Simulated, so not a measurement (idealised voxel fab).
process module | voxel tone inversion
cross-section cut | 230 nm wide | cells 5 nm
A cross-section is a grid of square cells, given in bands from the top down. A band is one or more rows of cells.
Each band's line starts with the height of the band's top and of its bottom, in nm. Then come its materials from left to right, each with its width in nm. One material with "throughout" fills the band from edge to edge. "air" is empty space.
Height 0 is the level under which the wafer as received is all one material. The lowest band goes on downwards, as in "0 down".
A width such as "30 to 40" changes by the same amount from each row of cells to the next, from the band's top row to its bottom row.
"no change" after a step means that no cell of the cross-section changed.
closed voids: empty space of 8 cells or more with no open way to the top, each as width x height at its distance from the left edge, in nm
after a step's settings: what the simulator itself notes on the step
overlay nm, on a step with a mask: how far to the right of its planned place the mask lay; to the left if negative
plan
1 op RECEIVE | material Si
2 op CONFORMAL_DEP | material SiN | thk nm 10
3 op DIRECTIONAL_DEP | material polySi | thk nm 15
4 op PATTERN | tone cover | mask id POSTS | material resist | width nm 15 | pitch nm 30 | thk nm 25 | overlay nm 0
5 op DIRECTIONAL_ETCH | etch materials polySi | depth nm 15
6 op STRIP | etch materials resist
7 op FILL_DEP | material lowk | thk nm 10
8 op CMP | height nm 25
9 op STRIP | etch materials polySi
10 op CONFORMAL_DEP | material TiN | thk nm 5
11 op FILL_DEP | material W | thk nm 10
12 op CMP | height nm 25
13 op CONFORMAL_DEP | material SiCN | thk nm 5
first wafer, as planned
as received, after step 1
  0 down: Si throughout
  closed voids: none
after step 2
  10 to 0: SiN throughout
  below 0: unchanged
after step 3
  25 to 10: polySi throughout
  below 10: unchanged
after step 4
  50 to 25: air 60 | resist 15 | air 15 | resist 15 | air 15 | resist 15 | air 15 | resist 15 | air 65
  below 25: unchanged
after step 5
  50 to 25: air 60 | resist 15 | air 15 | resist 15 | air 15 | resist 15 | air 15 | resist 15 | air 65
  25 to 10: air 60 | polySi 15 | air 15 | polySi 15 | air 15 | polySi 15 | air 15 | polySi 15 | air 65
  below 10: unchanged
after step 6
  25 to 10: air 60 | polySi 15 | air 15 | polySi 15 | air 15 | polySi 15 | air 15 | polySi 15 | air 65
  below 10: unchanged
after step 7
  35 to 25: lowk throughout
  25 to 10: lowk 60 | polySi 15 | lowk 15 | polySi 15 | lowk 15 | polySi 15 | lowk 15 | polySi 15 | lowk 65
  below 10: unchanged
after step 8
  25 to 10: lowk 60 | polySi 15 | lowk 15 | polySi 15 | lowk 15 | polySi 15 | lowk 15 | polySi 15 | lowk 65
  below 10: unchanged
after step 9
  25 to 10: lowk 60 | air 15 | lowk 15 | air 15 | lowk 15 | air 15 | lowk 15 | air 15 | lowk 65
  below 10: unchanged
after step 10
  30 to 25: TiN 65 | air 5 | TiN 25 | air 5 | TiN 25 | air 5 | TiN 25 | air 5 | TiN 70
  25 to 15: lowk 60 | TiN 5 | air 5 | TiN 5 | lowk 15 | TiN 5 | air 5 | TiN 5 | lowk 15 | TiN 5 | air 5 | TiN 5 | lowk 15 | TiN 5 | air 5 | TiN 5 | lowk 65
  15 to 10: lowk 60 | TiN 15 | lowk 15 | TiN 15 | lowk 15 | TiN 15 | lowk 15 | TiN 15 | lowk 65
  below 10: unchanged
after step 11
  40 to 30: W throughout
  30 to 25: TiN 65 | W 5 | TiN 25 | W 5 | TiN 25 | W 5 | TiN 25 | W 5 | TiN 70
  25 to 15: lowk 60 | TiN 5 | W 5 | TiN 5 | lowk 15 | TiN 5 | W 5 | TiN 5 | lowk 15 | TiN 5 | W 5 | TiN 5 | lowk 15 | TiN 5 | W 5 | TiN 5 | lowk 65
  below 15: unchanged
after step 12
  25 to 15: lowk 60 | TiN 5 | W 5 | TiN 5 | lowk 15 | TiN 5 | W 5 | TiN 5 | lowk 15 | TiN 5 | W 5 | TiN 5 | lowk 15 | TiN 5 | W 5 | TiN 5 | lowk 65
  below 15: unchanged
after step 13
  30 to 25: SiCN throughout
  below 25: unchanged
second wafer: like start, like plan, one mistake. Through step 1 it matches the first wafer
when step 2 should have ended
  15 to 0: polySi throughout
  below 0: unchanged
when step 3 should have ended
  25 to 15: SiN throughout
  below 15: unchanged
when step 4 should have ended
  50 to 25: air 60 | resist 15 | air 15 | resist 15 | air 15 | resist 15 | air 15 | resist 15 | air 65
  below 25: unchanged
when step 5 should have ended: no change
when step 6 should have ended
  25 to 15: SiN throughout
  below 15: unchanged
when step 7 should have ended
  35 to 25: lowk throughout
  below 25: unchanged
when step 8 should have ended
  25 to 15: SiN throughout
  below 15: unchanged
when step 9 should have ended: no change
when step 10 should have ended
  30 to 25: TiN throughout
  below 25: unchanged
when step 11 should have ended
  40 to 30: W throughout
  below 30: unchanged
when step 12 should have ended
  25 to 15: SiN throughout
  below 15: unchanged
when step 13 should have ended
  30 to 25: SiCN throughout
  below 25: unchanged
what went wrong: steps 2 and 3 were swapped
at the end the second wafer has, in cells: 28 fewer of TiN | 8 fewer of W | 102 fewer of lowk | 138 more of polySi
